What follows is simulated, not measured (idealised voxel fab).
Proc. module: voxel gate over fins
Xsec cut, 185 nm wide, square cell size 5 nm.
When this document writes out a cross-section, it uses a grid of square cells and lists it as bands, beginning at the top and moving down, with a band standing for one or more rows of cells.
For a band, the entry starts with two heights in nm, that of the top and then that of the bottom, and carries on with the band's materials in order from left to right, each alongside its width in nm; the word "everywhere" beside a single material means it fills the band edge to edge, and "air" means empty space.
Height reference: 0 = level under which incoming wafer is all one material. Lowest band: no bottom, runs on downward, e.g. "0..down".
Width "30..40": first value at the band's top row of cells, second value at its bottom row, equal change from row to row.
Where a step carries "remained the same", the cross-section came out of it unchanged, cell for cell.
"Closed void catalog" means: voids of 8 cells or more that are shut off from the top with no open way through. Written width x height at distance, distance from the left edge, in nm.
Text after the settings on a step's line: the simulator's own remark on that step.
A step line may carry the setting "overlay nm", which, for steps involving a mask, states the distance by which the mask lay to the right of its intended position; negative values denote displacement to the left.

**plan**
1: RECEIVE,material Si
2: CONFORMAL_DEP,material SiN,thk nm 10
3: PATTERN,tone cover,mask id FINS,material resist,width nm 15,pitch nm 40,thk nm 20,overlay nm 0
4: DIRECTIONAL_ETCH,etch materials SiN,depth nm 10
5: DIRECTIONAL_ETCH,etch materials Si,depth nm 35
6: STRIP,etch materials resist
7: FILL_DEP,material SiO2,thk nm 5
8: CMP,height nm 10
9: SELECTIVE_ETCH,etch materials SiO2,depth nm 25
10: STRIP,etch materials SiN
11: CONFORMAL_DEP,material HfO2,thk nm 5
12: CONFORMAL_DEP,material TiN,thk nm 5
13: CONFORMAL_DEP,material TiAl,thk nm 5
14: CONFORMAL_DEP,material TiN,thk nm 5
15: FILL_DEP,material W,thk nm 15
16: CMP,height nm 30
17: CONFORMAL_DEP,material SiCN,thk nm 5

**The following pertains to the first of two wafers, which was processed as planned**

**Here's what the wafer looked like in cross-section when it arrived - that's after step 1**
0..down | Si everywhere
Closed void catalog: none

**After step 2, in cross-section**
10..0 | SiN everywhere
Under 0: no change, same as before.

**After step 3, in cross-section**
30..10 | air 45 / resist 15 / air 25 / resist 15 / air 25 / resist 15 / air 45
Under 10: no change, same as before.

**After step 4, in cross-section**
30..10 | air 45 / resist 15 / air 25 / resist 15 / air 25 / resist 15 / air 45
10..0 | air 45 / SiN 15 / air 25 / SiN 15 / air 25 / SiN 15 / air 45
Under 0: no change, same as before.

**After step 5, in cross-section**
30..10 | air 45 / resist 15 / air 25 / resist 15 / air 25 / resist 15 / air 45
10..0 | air 45 / SiN 15 / air 25 / SiN 15 / air 25 / SiN 15 / air 45
0..-35 | air 45 / Si 15 / air 25 / Si 15 / air 25 / Si 15 / air 45
Under -35: no change, same as before.

**After step 6, in cross-section**
10..0 | air 45 / SiN 15 / air 25 / SiN 15 / air 25 / SiN 15 / air 45
Under 0: no change, same as before.

**After step 7, in cross-section**
15..10 | SiO2 everywhere
10..0 | SiO2 45 / SiN 15 / SiO2 25 / SiN 15 / SiO2 25 / SiN 15 / SiO2 45
0..-35 | SiO2 45 / Si 15 / SiO2 25 / Si 15 / SiO2 25 / Si 15 / SiO2 45
Under -35: no change, same as before.

**After step 8, in cross-section**
10..0 | SiO2 45 / SiN 15 / SiO2 25 / SiN 15 / SiO2 25 / SiN 15 / SiO2 45
Under 0: no change, same as before.

**After step 9, in cross-section**
10..0 | air 45 / SiN 15 / air 25 / SiN 15 / air 25 / SiN 15 / air 45
0..-15 | air 45 / Si 15 / air 25 / Si 15 / air 25 / Si 15 / air 45
Under -15: no change, same as before.

**After step 10, in cross-section**
0..-15 | air 45 / Si 15 / air 25 / Si 15 / air 25 / Si 15 / air 45
Under -15: no change, same as before.

**After step 11, in cross-section**
5..0 | air 40 / HfO2 25 / air 15 / HfO2 25 / air 15 / HfO2 25 / air 40
0..-10 | air 40 / HfO2 5 / Si 15 / HfO2 5 / air 15 / HfO2 5 / Si 15 / HfO2 5 / air 15 / HfO2 5 / Si 15 / HfO2 5 / air 40
-10..-15 | HfO2 45 / Si 15 / HfO2 25 / Si 15 / HfO2 25 / Si 15 / HfO2 45
Under -15: no change, same as before.

**After step 12, in cross-section**
10..5 | air 35 / TiN 35 / air 5 / TiN 35 / air 5 / TiN 35 / air 35
5..0 | air 35 / TiN 5 / HfO2 25 / TiN 5 / air 5 / TiN 5 / HfO2 25 / TiN 5 / air 5 / TiN 5 / HfO2 25 / TiN 5 / air 35
0..-5 | air 35 / TiN 5 / HfO2 5 / Si 15 / HfO2 5 / TiN 5 / air 5 / TiN 5 / HfO2 5 / Si 15 / HfO2 5 / TiN 5 / air 5 / TiN 5 / HfO2 5 / Si 15 / HfO2 5 / TiN 5 / air 35
-5..-10 | TiN 40 / HfO2 5 / Si 15 / HfO2 5 / TiN 15 / HfO2 5 / Si 15 / HfO2 5 / TiN 15 / HfO2 5 / Si 15 / HfO2 5 / TiN 40
Under -10: no change, same as before.

**After step 13, in cross-section**
15..10 | air 30 / TiAl 125 / air 30
10..5 | air 30 / TiAl 5 / TiN 35 / TiAl 5 / TiN 35 / TiAl 5 / TiN 35 / TiAl 5 / air 30
5..0 | air 30 / TiAl 5 / TiN 5 / HfO2 25 / TiN 5 / TiAl 5 / TiN 5 / HfO2 25 / TiN 5 / TiAl 5 / TiN 5 / HfO2 25 / TiN 5 / TiAl 5 / air 30
0..-5 | TiAl 35 / TiN 5 / HfO2 5 / Si 15 / HfO2 5 / TiN 5 / TiAl 5 / TiN 5 / HfO2 5 / Si 15 / HfO2 5 / TiN 5 / TiAl 5 / TiN 5 / HfO2 5 / Si 15 / HfO2 5 / TiN 5 / TiAl 35
Under -5: no change, same as before.

**After step 14, in cross-section**
20..15 | air 25 / TiN 135 / air 25
15..10 | air 25 / TiN 5 / TiAl 125 / TiN 5 / air 25
10..5 | air 25 / TiN 5 / TiAl 5 / TiN 35 / TiAl 5 / TiN 35 / TiAl 5 / TiN 35 / TiAl 5 / TiN 5 / air 25
5..0 | TiN 30 / TiAl 5 / TiN 5 / HfO2 25 / TiN 5 / TiAl 5 / TiN 5 / HfO2 25 / TiN 5 / TiAl 5 / TiN 5 / HfO2 25 / TiN 5 / TiAl 5 / TiN 30
Under 0: no change, same as before.

**After step 15, in cross-section**
35..20 | W everywhere
20..15 | W 25 / TiN 135 / W 25
15..10 | W 25 / TiN 5 / TiAl 125 / TiN 5 / W 25
10..5 | W 25 / TiN 5 / TiAl 5 / TiN 35 / TiAl 5 / TiN 35 / TiAl 5 / TiN 35 / TiAl 5 / TiN 5 / W 25
Under 5: no change, same as before.

**After step 16, in cross-section**
30..20 | W everywhere
Under 20: no change, same as before.

**After step 17, in cross-section**
35..30 | SiCN everywhere
Under 30: no change, same as before.

**Wafer two of two - same starting point, same process plan, one mistake in execution; matches wafer one up to and including step 11**

Cross-section, second wafer, at the end time the plan gives for step 12: remained the same

**Cross-section, second wafer, at the end time the plan gives for step 13**
10..5 | air 35 / TiAl 35 / air 5 / TiAl 35 / air 5 / TiAl 35 / air 35
5..0 | air 35 / TiAl 5 / HfO2 25 / TiAl 5 / air 5 / TiAl 5 / HfO2 25 / TiAl 5 / air 5 / TiAl 5 / HfO2 25 / TiAl 5 / air 35
0..-5 | air 35 / TiAl 5 / HfO2 5 / Si 15 / HfO2 5 / TiAl 5 / air 5 / TiAl 5 / HfO2 5 / Si 15 / HfO2 5 / TiAl 5 / air 5 / TiAl 5 / HfO2 5 / Si 15 / HfO2 5 / TiAl 5 / air 35
-5..-10 | TiAl 40 / HfO2 5 / Si 15 / HfO2 5 / TiAl 15 / HfO2 5 / Si 15 / HfO2 5 / TiAl 15 / HfO2 5 / Si 15 / HfO2 5 / TiAl 40
Under -10: no change, same as before.

**Cross-section, second wafer, at the end time the plan gives for step 14**
15..10 | air 30 / TiN 125 / air 30
10..5 | air 30 / TiN 5 / TiAl 35 / TiN 5 / TiAl 35 / TiN 5 / TiAl 35 / TiN 5 / air 30
5..0 | air 30 / TiN 5 / TiAl 5 / HfO2 25 / TiAl 5 / TiN 5 / TiAl 5 / HfO2 25 / TiAl 5 / TiN 5 / TiAl 5 / HfO2 25 / TiAl 5 / TiN 5 / air 30
0..-5 | TiN 35 / TiAl 5 / HfO2 5 / Si 15 / HfO2 5 / TiAl 5 / TiN 5 / TiAl 5 / HfO2 5 / Si 15 / HfO2 5 / TiAl 5 / TiN 5 / TiAl 5 / HfO2 5 / Si 15 / HfO2 5 / TiAl 5 / TiN 35
Under -5: no change, same as before.

**Cross-section, second wafer, at the end time the plan gives for step 15**
30..15 | W everywhere
15..10 | W 30 / TiN 125 / W 30
10..5 | W 30 / TiN 5 / TiAl 35 / TiN 5 / TiAl 35 / TiN 5 / TiAl 35 / TiN 5 / W 30
5..0 | W 30 / TiN 5 / TiAl 5 / HfO2 25 / TiAl 5 / TiN 5 / TiAl 5 / HfO2 25 / TiAl 5 / TiN 5 / TiAl 5 / HfO2 25 / TiAl 5 / TiN 5 / W 30
Under 0: no change, same as before.

Cross-section, second wafer, at the end time the plan gives for step 16: remained the same

**Cross-section, second wafer, at the end time the plan gives for step 17**
35..30 | SiCN everywhere
Under 30: no change, same as before.
Deviation from plan: plan step 12 never ran because it was skipped
Cell-count delta at end, second wafer over first, by material: TiAl: 6 more, TiN: 49 fewer, W: 43 more
